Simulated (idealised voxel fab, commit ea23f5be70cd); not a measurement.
process module | voxel local oxidation
cross-section cut | 160 nm wide | cells 5 nm
A cross-section is a grid of square cells, given in bands from the top down. A band is one or more rows of cells.
Each band's line starts with the height of the band's top and of its bottom, in nm. Then come its materials from left to right, each with its width in nm. One material with "throughout" fills the band from edge to edge. "air" is empty space.
Height 0 is the level under which the wafer as received is all one material. The lowest band goes on downwards, as in "0 down".
A width such as "30 to 40" changes by the same amount from each row of cells to the next, from the band's top row to its bottom row.
"no change" after a step means that no cell of the cross-section changed.
closed voids: empty space of 8 cells or more with no open way to the top, each as width x height at its distance from the left edge, in nm
after a step's settings: what the simulator itself notes on the step
overlay nm, on a step with a mask: how far to the right of its planned place the mask lay; to the left if negative
plan
1 op RECEIVE | material Si
2 op CONFORMAL_DEP | material SiO2 | thk nm 5
3 op CONFORMAL_DEP | material SiN | thk nm 10
4 op PATTERN | tone cover | mask id ACTIVE | material resist | width nm 95 | thk nm 15 | overlay nm 0
5 op DIRECTIONAL_ETCH | etch materials SiN | depth nm 10
6 op STRIP | etch materials resist
7 op SELECTIVE_ETCH | etch materials SiO2 | depth nm 5
8 op OXIDIZE | depth nm 10
9 op STRIP | etch materials SiN
as received, after step 1
  0 down: Si throughout
  closed voids: none
first wafer at the end, as planned
  5 to 0: air 35 | SiO2 85 | air 40
  0 to -10: SiO2 45 | Si 65 | SiO2 50
  -10 down: Si throughout
  closed voids: none
second wafer at the end: like start, like plan, one mistake
  5 to 0: SiO2 25 | air 105 | SiO2 30
  0 to -10: Si 15 | SiO2 125 | Si 20
  -10 down: Si throughout
  closed voids: none
what went wrong: step 4 ran as: op PATTERN | tone open | mask id ACTIVE | material resist | width nm 95 | thk nm 15 | overlay nm 0
at the end the second wafer has, in cells: 12 fewer of Si | 6 more of SiO2
